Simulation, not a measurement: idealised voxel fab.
process module | voxel transistor to metal
cross-section cut | 145 nm wide | cells 5 nm
A cross-section is a grid of square cells, given in bands from the top down. A band is one or more rows of cells.
Each band's line starts with the height of the band's top and of its bottom, in nm. Then come its materials from left to right, each with its width in nm. One material with "throughout" fills the band from edge to edge. "air" is empty space.
Height 0 is the level under which the wafer as received is all one material. The lowest band goes on downwards, as in "0 down".
A width such as "30 to 40" changes by the same amount from each row of cells to the next, from the band's top row to its bottom row.
"no change" after a step means that no cell of the cross-section changed.
closed voids: empty space of 8 cells or more with no open way to the top, each as width x height at its distance from the left edge, in nm
after a step's settings: what the simulator itself notes on the step
overlay nm, on a step with a mask: how far to the right of its planned place the mask lay; to the left if negative
plan
1 op RECEIVE | material Si
2 op OXIDIZE | depth nm 5
3 op CONFORMAL_DEP | material SiN | thk nm 15
4 op DIRECTIONAL_DEP | material aC | thk nm 10
5 op PATTERN | tone cover | mask id ACTIVE | material resist | width nm 100 | thk nm 30 | overlay nm 0
6 op DIRECTIONAL_ETCH | etch materials aC | depth nm 10
7 op STRIP | etch materials resist
8 op DIRECTIONAL_ETCH | etch materials SiN | depth nm 15
9 op DIRECTIONAL_ETCH | etch materials SiO2 | depth nm 5
10 op DIRECTIONAL_ETCH | etch materials Si | depth nm 25
11 op STRIP | etch materials aC
12 op FILL_DEP | material SiO2 | thk nm 15
13 op CMP | height nm 15
14 op SELECTIVE_ETCH | etch materials SiO2 | depth nm 10
15 op STRIP | etch materials SiN
16 op SELECTIVE_ETCH | etch materials SiO2 | depth nm 5
17 op OXIDIZE | depth nm 5
18 op DIRECTIONAL_DEP | material polySi | thk nm 20
19 op DIRECTIONAL_DEP | material SiCN | thk nm 15
20 op PATTERN | tone cover | mask id GATE | material resist | width nm 20 | thk nm 15 | overlay nm 0
21 op DIRECTIONAL_ETCH | etch materials SiCN | depth nm 25
22 op DIRECTIONAL_ETCH | etch materials polySi | depth nm 30
23 op STRIP | etch materials resist
24 op CONFORMAL_DEP | material SiO2 | thk nm 5
25 op DIRECTIONAL_ETCH | etch materials SiO2 | depth nm 5
26 op CONFORMAL_DEP | material SiN | thk nm 5
27 op DIRECTIONAL_ETCH | etch materials SiN | depth nm 5
28 op DIRECTIONAL_ETCH | etch materials SiO2 | depth nm 5
29 op DIRECTIONAL_ETCH | etch materials Si | depth nm 10
30 op EPI | material nSi | thk nm 10
31 op FILL_DEP | material SiO2 | thk nm 5
32 op CMP | height nm 30
33 op DIRECTIONAL_DEP | material SiO2 | thk nm 10
34 op PATTERN | tone open | mask id CONTACT | material resist | width nm 30 | pitch nm 60 | thk nm 20 | overlay nm 0
35 op DIRECTIONAL_ETCH | etch materials SiO2 | depth nm 50
36 op STRIP | etch materials resist
37 op CONFORMAL_DEP | material TiN | thk nm 5
38 op FILL_DEP | material W | thk nm 10
39 op CMP | height nm 40
40 op CONFORMAL_DEP | material SiCN | thk nm 5
41 op DIRECTIONAL_DEP | material lowk | thk nm 15
42 op PATTERN | tone open | mask id METAL_1 | material resist | width nm 20 | pitch nm 70 | thk nm 15 | overlay nm 0
43 op DIRECTIONAL_ETCH | etch materials lowk | depth nm 15
44 op DIRECTIONAL_ETCH | etch materials SiCN | depth nm 5
45 op STRIP | etch materials resist
46 op CONFORMAL_DEP | material TiN | thk nm 5
47 op FILL_DEP | material Cu | thk nm 10
48 op CMP | height nm 60
49 op CONFORMAL_DEP | material SiCN | thk nm 5
50 op DIRECTIONAL_DEP | material SiO2 | thk nm 35
51 op DIRECTIONAL_DEP | material aC | thk nm 10
52 op PATTERN | tone open | mask id METAL_2_HOLES | material resist | width nm 15 | pitch nm 70 | thk nm 25 | overlay nm 0
53 op DIRECTIONAL_ETCH | etch materials aC | depth nm 10
54 op STRIP | etch materials resist
55 op DIRECTIONAL_ETCH | etch materials SiO2 | depth nm 35
56 op STRIP | etch materials aC
57 op PATTERN | tone open | mask id METAL_2 | material resist | width nm 20 | pitch nm 70 | thk nm 15 | overlay nm 0
58 op DIRECTIONAL_ETCH | etch materials SiO2 | depth nm 20
59 op DIRECTIONAL_ETCH | etch materials SiCN | depth nm 5
60 op STRIP | etch materials resist
61 op CONFORMAL_DEP | material TiN | thk nm 5
62 op FILL_DEP | material Cu | thk nm 10
63 op CMP | height nm 100
64 op CONFORMAL_DEP | material SiN | thk nm 5
first wafer, as planned
as received, after step 1
  0 down: Si throughout
  closed voids: none
after step 2
  0 to -5: SiO2 throughout
  below -5: unchanged
after step 3
  15 to 0: SiN throughout
  below 0: unchanged
after step 4
  25 to 15: aC throughout
  below 15: unchanged
after step 5
  55 to 25: air 20 | resist 100 | air 25
  below 25: unchanged
after step 6
  45 to 25: air 20 | resist 100 | air 25
  25 to 15: air 20 | aC 100 | air 25
  below 15: unchanged
after step 7
  25 to 15: air 20 | aC 100 | air 25
  below 15: unchanged
after step 8
  25 to 15: air 20 | aC 100 | air 25
  15 to 0: air 20 | SiN 100 | air 25
  below 0: unchanged
after step 9
  25 to 15: air 20 | aC 100 | air 25
  15 to 0: air 20 | SiN 100 | air 25
  0 to -5: air 20 | SiO2 100 | air 25
  below -5: unchanged
after step 10
  25 to 15: air 20 | aC 100 | air 25
  15 to 0: air 20 | SiN 100 | air 25
  0 to -5: air 20 | SiO2 100 | air 25
  -5 to -30: air 20 | Si 100 | air 25
  below -30: unchanged
after step 11
  15 to 0: air 20 | SiN 100 | air 25
  below 0: unchanged
after step 12
  30 to 15: SiO2 throughout
  15 to 0: SiO2 20 | SiN 100 | SiO2 25
  0 to -5: SiO2 throughout
  -5 to -30: SiO2 20 | Si 100 | SiO2 25
  below -30: unchanged
after step 13
  15 to 0: SiO2 20 | SiN 100 | SiO2 25
  below 0: unchanged
after step 14
  15 to 5: air 20 | SiN 100 | air 25
  below 5: unchanged
after step 15
  5 to 0: SiO2 20 | air 100 | SiO2 25
  below 0: unchanged
after step 16
  0 to -5: SiO2 15 | air 110 | SiO2 20
  below -5: unchanged
after step 17
  0 to -5: SiO2 15 | air 110 | SiO2 20
  -5 to -10: SiO2 throughout
  below -10: unchanged
after step 18
  20 to 15: polySi 15 | air 110 | polySi 20
  15 to 0: polySi throughout
  0 to -5: SiO2 15 | polySi 110 | SiO2 20
  below -5: unchanged
after step 19
  35 to 30: SiCN 15 | air 110 | SiCN 20
  30 to 20: SiCN throughout
  20 to 15: polySi 15 | SiCN 110 | polySi 20
  below 15: unchanged
after step 20
  50 to 35: air 60 | resist 20 | air 65
  35 to 30: SiCN 15 | air 45 | resist 20 | air 45 | SiCN 20
  below 30: unchanged
after step 21
  50 to 30: air 60 | resist 20 | air 65
  30 to 20: air 60 | SiCN 20 | air 65
  20 to 15: polySi 15 | air 45 | SiCN 20 | air 45 | polySi 20
  below 15: unchanged
after step 22
  50 to 30: air 60 | resist 20 | air 65
  30 to 15: air 60 | SiCN 20 | air 65
  15 to 0: air 60 | polySi 20 | air 65
  0 to -5: SiO2 15 | air 45 | polySi 20 | air 45 | SiO2 20
  below -5: unchanged
after step 23
  30 to 15: air 60 | SiCN 20 | air 65
  below 15: unchanged
after step 24
  35 to 30: air 55 | SiO2 30 | air 60
  30 to 15: air 55 | SiO2 5 | SiCN 20 | SiO2 5 | air 60
  15 to 5: air 55 | SiO2 5 | polySi 20 | SiO2 5 | air 60
  5 to 0: SiO2 20 | air 35 | SiO2 5 | polySi 20 | SiO2 5 | air 35 | SiO2 25
  0 to -5: SiO2 60 | polySi 20 | SiO2 65
  below -5: unchanged
after step 25
  30 to 15: air 55 | SiO2 5 | SiCN 20 | SiO2 5 | air 60
  15 to 0: air 55 | SiO2 5 | polySi 20 | SiO2 5 | air 60
  0 to -5: SiO2 20 | air 35 | SiO2 5 | polySi 20 | SiO2 5 | air 35 | SiO2 25
  below -5: unchanged
after step 26
  35 to 30: air 50 | SiN 40 | air 55
  30 to 15: air 50 | SiN 5 | SiO2 5 | SiCN 20 | SiO2 5 | SiN 5 | air 55
  15 to 5: air 50 | SiN 5 | SiO2 5 | polySi 20 | SiO2 5 | SiN 5 | air 55
  5 to 0: SiN 25 | air 25 | SiN 5 | SiO2 5 | polySi 20 | SiO2 5 | SiN 5 | air 25 | SiN 30
  0 to -5: SiO2 20 | SiN 35 | SiO2 5 | polySi 20 | SiO2 5 | SiN 35 | SiO2 25
  below -5: unchanged
after step 27
  30 to 15: air 50 | SiN 5 | SiO2 5 | SiCN 20 | SiO2 5 | SiN 5 | air 55
  15 to 0: air 50 | SiN 5 | SiO2 5 | polySi 20 | SiO2 5 | SiN 5 | air 55
  0 to -5: SiO2 20 | SiN 5 | air 25 | SiN 5 | SiO2 5 | polySi 20 | SiO2 5 | SiN 5 | air 25 | SiN 5 | SiO2 25
  below -5: unchanged
after step 28
  30 to 25: air 50 | SiN 5 | air 5 | SiCN 20 | air 5 | SiN 5 | air 55
  25 to 15: air 50 | SiN 5 | SiO2 5 | SiCN 20 | SiO2 5 | SiN 5 | air 55
  15 to 0: air 50 | SiN 5 | SiO2 5 | polySi 20 | SiO2 5 | SiN 5 | air 55
  0 to -5: air 20 | SiN 5 | air 25 | SiN 5 | SiO2 5 | polySi 20 | SiO2 5 | SiN 5 | air 25 | SiN 5 | air 25
  -5 to -10: SiO2 25 | air 25 | SiO2 40 | air 25 | SiO2 30
  below -10: unchanged
after step 29
  30 to 25: air 50 | SiN 5 | air 5 | SiCN 20 | air 5 | SiN 5 | air 55
  25 to 15: air 50 | SiN 5 | SiO2 5 | SiCN 20 | SiO2 5 | SiN 5 | air 55
  15 to 0: air 50 | SiN 5 | SiO2 5 | polySi 20 | SiO2 5 | SiN 5 | air 55
  0 to -5: air 20 | SiN 5 | air 25 | SiN 5 | SiO2 5 | polySi 20 | SiO2 5 | SiN 5 | air 25 | SiN 5 | air 25
  -5 to -10: SiO2 25 | air 25 | SiO2 40 | air 25 | SiO2 30
  -10 to -20: SiO2 20 | Si 5 | air 25 | Si 40 | air 25 | Si 5 | SiO2 25
  below -20: unchanged
after step 30
  30 to 25: air 50 | SiN 5 | air 5 | SiCN 20 | air 5 | SiN 5 | air 55
  25 to 15: air 50 | SiN 5 | SiO2 5 | SiCN 20 | SiO2 5 | SiN 5 | air 55
  15 to 0: air 50 | SiN 5 | SiO2 5 | polySi 20 | SiO2 5 | SiN 5 | air 55
  0 to -5: air 20 | SiN 5 | nSi 10 | air 5 | nSi 10 | SiN 5 | SiO2 5 | polySi 20 | SiO2 5 | SiN 5 | nSi 10 | air 5 | nSi 10 | SiN 5 | air 25
  -5 to -10: SiO2 25 | nSi 10 | air 5 | nSi 10 | SiO2 40 | nSi 10 | air 5 | nSi 10 | SiO2 30
  -10 to -20: SiO2 20 | Si 5 | nSi 25 | Si 40 | nSi 25 | Si 5 | SiO2 25
  below -20: unchanged
after step 31
  35 to 30: SiO2 throughout
  30 to 15: SiO2 50 | SiN 5 | SiO2 5 | SiCN 20 | SiO2 5 | SiN 5 | SiO2 55
  15 to 0: SiO2 50 | SiN 5 | SiO2 5 | polySi 20 | SiO2 5 | SiN 5 | SiO2 55
  0 to -5: SiO2 20 | SiN 5 | nSi 10 | SiO2 5 | nSi 10 | SiN 5 | SiO2 5 | polySi 20 | SiO2 5 | SiN 5 | nSi 10 | SiO2 5 | nSi 10 | SiN 5 | SiO2 25
  -5 to -10: SiO2 25 | nSi 10 | SiO2 5 | nSi 10 | SiO2 40 | nSi 10 | SiO2 5 | nSi 10 | SiO2 30
  below -10: unchanged
after step 32
  30 to 15: SiO2 50 | SiN 5 | SiO2 5 | SiCN 20 | SiO2 5 | SiN 5 | SiO2 55
  below 15: unchanged
after step 33
  40 to 30: SiO2 throughout
  below 30: unchanged
after step 34
  60 to 40: resist 25 | air 30 | resist 30 | air 30 | resist 30
  below 40: unchanged
after step 35
  60 to 40: resist 25 | air 30 | resist 30 | air 30 | resist 30
  40 to 30: SiO2 25 | air 30 | SiO2 30 | air 30 | SiO2 30
  30 to 15: SiO2 25 | air 25 | SiN 5 | SiO2 5 | SiCN 20 | SiO2 5 | SiN 5 | air 25 | SiO2 30
  15 to 0: SiO2 25 | air 25 | SiN 5 | SiO2 5 | polySi 20 | SiO2 5 | SiN 5 | air 25 | SiO2 30
  0 to -5: SiO2 20 | SiN 5 | nSi 10 | air 5 | nSi 10 | SiN 5 | SiO2 5 | polySi 20 | SiO2 5 | SiN 5 | nSi 10 | air 5 | nSi 10 | SiN 5 | SiO2 25
  -5 to -10: SiO2 25 | nSi 10 | air 5 | nSi 10 | SiO2 40 | nSi 10 | air 5 | nSi 10 | SiO2 30
  below -10: unchanged
after step 36
  40 to 30: SiO2 25 | air 30 | SiO2 30 | air 30 | SiO2 30
  below 30: unchanged
after step 37
  45 to 40: TiN 30 | air 20 | TiN 40 | air 20 | TiN 35
  40 to 30: SiO2 25 | TiN 5 | air 20 to 15 | TiN 5 to 10 | SiO2 30 | TiN 5 to 10 | air 20 to 15 | TiN 5 | SiO2 30
  30 to 15: SiO2 25 | TiN 5 | air 15 | TiN 5 | SiN 5 | SiO2 5 | SiCN 20 | SiO2 5 | SiN 5 | TiN 5 | air 15 | TiN 5 | SiO2 30
  15 to 5: SiO2 25 | TiN 5 | air 15 | TiN 5 | SiN 5 | SiO2 5 | polySi 20 | SiO2 5 | SiN 5 | TiN 5 | air 15 | TiN 5 | SiO2 30
  5 to 0: SiO2 25 | TiN 25 | SiN 5 | SiO2 5 | polySi 20 | SiO2 5 | SiN 5 | TiN 25 | SiO2 30
  0 to -5: SiO2 20 | SiN 5 | nSi 10 | TiN 5 | nSi 10 | SiN 5 | SiO2 5 | polySi 20 | SiO2 5 | SiN 5 | nSi 10 | TiN 5 | nSi 10 | SiN 5 | SiO2 25
  -5 to -10: SiO2 25 | nSi 10 | TiN 5 | nSi 10 | SiO2 40 | nSi 10 | TiN 5 | nSi 10 | SiO2 30
  below -10: unchanged
after step 38
  55 to 45: W throughout
  45 to 40: TiN 30 | W 20 | TiN 40 | W 20 | TiN 35
  40 to 30: SiO2 25 | TiN 5 | W 20 to 15 | TiN 5 to 10 | SiO2 30 | TiN 5 to 10 | W 20 to 15 | TiN 5 | SiO2 30
  30 to 15: SiO2 25 | TiN 5 | W 15 | TiN 5 | SiN 5 | SiO2 5 | SiCN 20 | SiO2 5 | SiN 5 | TiN 5 | W 15 | TiN 5 | SiO2 30
  15 to 5: SiO2 25 | TiN 5 | W 15 | TiN 5 | SiN 5 | SiO2 5 | polySi 20 | SiO2 5 | SiN 5 | TiN 5 | W 15 | TiN 5 | SiO2 30
  below 5: unchanged
after step 39
  40 to 30: SiO2 25 | TiN 5 | W 20 to 15 | TiN 5 to 10 | SiO2 30 | TiN 5 to 10 | W 20 to 15 | TiN 5 | SiO2 30
  below 30: unchanged
after step 40
  45 to 40: SiCN throughout
  below 40: unchanged
after step 41
  60 to 45: lowk throughout
  below 45: unchanged
after step 42
  75 to 60: resist 25 | air 20 | resist 50 | air 20 | resist 30
  below 60: unchanged
after step 43
  75 to 60: resist 25 | air 20 | resist 50 | air 20 | resist 30
  60 to 45: lowk 25 | air 20 | lowk 50 | air 20 | lowk 30
  below 45: unchanged
after step 44
  75 to 60: resist 25 | air 20 | resist 50 | air 20 | resist 30
  60 to 45: lowk 25 | air 20 | lowk 50 | air 20 | lowk 30
  45 to 40: SiCN 25 | air 20 | SiCN 50 | air 20 | SiCN 30
  below 40: unchanged
after step 45
  60 to 45: lowk 25 | air 20 | lowk 50 | air 20 | lowk 30
  below 45: unchanged
after step 46
  65 to 60: TiN 30 | air 10 | TiN 60 | air 10 | TiN 35
  60 to 45: lowk 25 | TiN 5 | air 10 | TiN 5 | lowk 50 | TiN 5 | air 10 | TiN 5 | lowk 30
  45 to 40: SiCN 25 | TiN 20 | SiCN 50 | TiN 20 | SiCN 30
  below 40: unchanged
after step 47
  75 to 65: Cu throughout
  65 to 60: TiN 30 | Cu 10 | TiN 60 | Cu 10 | TiN 35
  60 to 45: lowk 25 | TiN 5 | Cu 10 | TiN 5 | lowk 50 | TiN 5 | Cu 10 | TiN 5 | lowk 30
  below 45: unchanged
after step 48
  60 to 45: lowk 25 | TiN 5 | Cu 10 | TiN 5 | lowk 50 | TiN 5 | Cu 10 | TiN 5 | lowk 30
  below 45: unchanged
after step 49
  65 to 60: SiCN throughout
  below 60: unchanged
after step 50
  100 to 65: SiO2 throughout
  below 65: unchanged
after step 51
  110 to 100: aC throughout
  below 100: unchanged
after step 52
  135 to 110: resist 25 | air 15 | resist 55 | air 15 | resist 35
  below 110: unchanged
after step 53
  125 to 110: resist 25 | air 15 | resist 55 | air 15 | resist 35
  110 to 100: aC 25 | air 15 | aC 55 | air 15 | aC 35
  below 100: unchanged
after step 54
  110 to 100: aC 25 | air 15 | aC 55 | air 15 | aC 35
  below 100: unchanged
after step 55
  110 to 100: aC 25 | air 15 | aC 55 | air 15 | aC 35
  100 to 65: SiO2 25 | air 15 | SiO2 55 | air 15 | SiO2 35
  below 65: unchanged
after step 56
  100 to 65: SiO2 25 | air 15 | SiO2 55 | air 15 | SiO2 35
  below 65: unchanged
after step 57
  115 to 100: resist 25 | air 20 | resist 50 | air 20 | resist 30
  below 100: unchanged
after step 58
  115 to 100: resist 25 | air 20 | resist 50 | air 20 | resist 30
  100 to 80: SiO2 25 | air 20 | SiO2 50 | air 20 | SiO2 30
  below 80: unchanged
after step 59
  115 to 100: resist 25 | air 20 | resist 50 | air 20 | resist 30
  100 to 80: SiO2 25 | air 20 | SiO2 50 | air 20 | SiO2 30
  80 to 65: SiO2 25 | air 15 | SiO2 55 | air 15 | SiO2 35
  65 to 60: SiCN 25 | air 15 | SiCN 55 | air 15 | SiCN 35
  below 60: unchanged
after step 60
  100 to 80: SiO2 25 | air 20 | SiO2 50 | air 20 | SiO2 30
  below 80: unchanged
after step 61
  105 to 100: TiN 30 | air 10 | TiN 60 | air 10 | TiN 35
  100 to 85: SiO2 25 | TiN 5 | air 10 | TiN 5 | SiO2 50 | TiN 5 | air 10 | TiN 5 | SiO2 30
  85 to 80: SiO2 25 | TiN 5 | air 5 | TiN 10 | SiO2 50 | TiN 5 | air 5 | TiN 10 | SiO2 30
  80 to 65: SiO2 25 | TiN 5 | air 5 | TiN 5 | SiO2 55 | TiN 5 | air 5 | TiN 5 | SiO2 35
  65 to 60: SiCN 25 | TiN 15 | SiCN 55 | TiN 15 | SiCN 35
  below 60: unchanged
after step 62
  115 to 105: Cu throughout
  105 to 100: TiN 30 | Cu 10 | TiN 60 | Cu 10 | TiN 35
  100 to 85: SiO2 25 | TiN 5 | Cu 10 | TiN 5 | SiO2 50 | TiN 5 | Cu 10 | TiN 5 | SiO2 30
  85 to 80: SiO2 25 | TiN 5 | Cu 5 | TiN 10 | SiO2 50 | TiN 5 | Cu 5 | TiN 10 | SiO2 30
  80 to 65: SiO2 25 | TiN 5 | Cu 5 | TiN 5 | SiO2 55 | TiN 5 | Cu 5 | TiN 5 | SiO2 35
  below 65: unchanged
after step 63
  100 to 85: SiO2 25 | TiN 5 | Cu 10 | TiN 5 | SiO2 50 | TiN 5 | Cu 10 | TiN 5 | SiO2 30
  below 85: unchanged
after step 64
  105 to 100: SiN throughout
  below 100: unchanged
second wafer: like start, like plan, one mistake. Through step 39 it matches the first wafer
when step 40 should have ended
  55 to 40: lowk throughout
  below 40: unchanged
when step 41 should have ended
  60 to 55: SiCN throughout
  below 55: unchanged
when step 42 should have ended
  75 to 60: resist 25 | air 20 | resist 50 | air 20 | resist 30
  below 60: unchanged
when step 43 should have ended: no change
when step 44 should have ended
  75 to 60: resist 25 | air 20 | resist 50 | air 20 | resist 30
  60 to 55: SiCN 25 | air 20 | SiCN 50 | air 20 | SiCN 30
  below 55: unchanged
when step 45 should have ended
  60 to 55: SiCN 25 | air 20 | SiCN 50 | air 20 | SiCN 30
  below 55: unchanged
when step 46 should have ended
  65 to 60: TiN 30 | air 10 | TiN 60 | air 10 | TiN 35
  60 to 55: SiCN 25 | TiN 20 | SiCN 50 | TiN 20 | SiCN 30
  below 55: unchanged
when step 47 should have ended
  75 to 65: Cu throughout
  65 to 60: TiN 30 | Cu 10 | TiN 60 | Cu 10 | TiN 35
  below 60: unchanged
when step 48 should have ended
  60 to 55: SiCN 25 | TiN 20 | SiCN 50 | TiN 20 | SiCN 30
  below 55: unchanged
when step 49 should have ended
  65 to 60: SiCN throughout
  below 60: unchanged
when step 50 should have ended
  100 to 65: SiO2 throughout
  below 65: unchanged
when step 51 should have ended
  110 to 100: aC throughout
  below 100: unchanged
when step 52 should have ended
  135 to 110: resist 25 | air 15 | resist 55 | air 15 | resist 35
  below 110: unchanged
when step 53 should have ended
  125 to 110: resist 25 | air 15 | resist 55 | air 15 | resist 35
  110 to 100: aC 25 | air 15 | aC 55 | air 15 | aC 35
  below 100: unchanged
when step 54 should have ended
  110 to 100: aC 25 | air 15 | aC 55 | air 15 | aC 35
  below 100: unchanged
when step 55 should have ended
  110 to 100: aC 25 | air 15 | aC 55 | air 15 | aC 35
  100 to 65: SiO2 25 | air 15 | SiO2 55 | air 15 | SiO2 35
  below 65: unchanged
when step 56 should have ended
  100 to 65: SiO2 25 | air 15 | SiO2 55 | air 15 | SiO2 35
  below 65: unchanged
when step 57 should have ended
  115 to 100: resist 25 | air 20 | resist 50 | air 20 | resist 30
  below 100: unchanged
when step 58 should have ended
  115 to 100: resist 25 | air 20 | resist 50 | air 20 | resist 30
  100 to 80: SiO2 25 | air 20 | SiO2 50 | air 20 | SiO2 30
  below 80: unchanged
when step 59 should have ended
  115 to 100: resist 25 | air 20 | resist 50 | air 20 | resist 30
  100 to 80: SiO2 25 | air 20 | SiO2 50 | air 20 | SiO2 30
  80 to 65: SiO2 25 | air 15 | SiO2 55 | air 15 | SiO2 35
  65 to 60: SiCN 25 | air 15 | SiCN 55 | air 15 | SiCN 35
  below 60: unchanged
when step 60 should have ended
  100 to 80: SiO2 25 | air 20 | SiO2 50 | air 20 | SiO2 30
  below 80: unchanged
when step 61 should have ended
  105 to 100: TiN 30 | air 10 | TiN 60 | air 10 | TiN 35
  100 to 85: SiO2 25 | TiN 5 | air 10 | TiN 5 | SiO2 50 | TiN 5 | air 10 | TiN 5 | SiO2 30
  85 to 80: SiO2 25 | TiN 5 | air 5 | TiN 10 | SiO2 50 | TiN 5 | air 5 | TiN 10 | SiO2 30
  80 to 65: SiO2 25 | TiN 5 | air 5 | TiN 5 | SiO2 55 | TiN 5 | air 5 | TiN 5 | SiO2 35
  65 to 55: SiCN 25 | TiN 15 to 20 | SiCN 55 to 50 | TiN 15 to 20 | SiCN 35 to 30
  below 55: unchanged
when step 62 should have ended
  115 to 105: Cu throughout
  105 to 100: TiN 30 | Cu 10 | TiN 60 | Cu 10 | TiN 35
  100 to 85: SiO2 25 | TiN 5 | Cu 10 | TiN 5 | SiO2 50 | TiN 5 | Cu 10 | TiN 5 | SiO2 30
  85 to 80: SiO2 25 | TiN 5 | Cu 5 | TiN 10 | SiO2 50 | TiN 5 | Cu 5 | TiN 10 | SiO2 30
  80 to 65: SiO2 25 | TiN 5 | Cu 5 | TiN 5 | SiO2 55 | TiN 5 | Cu 5 | TiN 5 | SiO2 35
  below 65: unchanged
when step 63 should have ended
  100 to 85: SiO2 25 | TiN 5 | Cu 10 | TiN 5 | SiO2 50 | TiN 5 | Cu 10 | TiN 5 | SiO2 30
  below 85: unchanged
when step 64 should have ended
  105 to 100: SiN throughout
  below 100: unchanged
what went wrong: steps 40 and 41 were swapped
at the end the second wafer has, in cells: 12 fewer of Cu | 12 fewer of TiN | 24 more of lowk
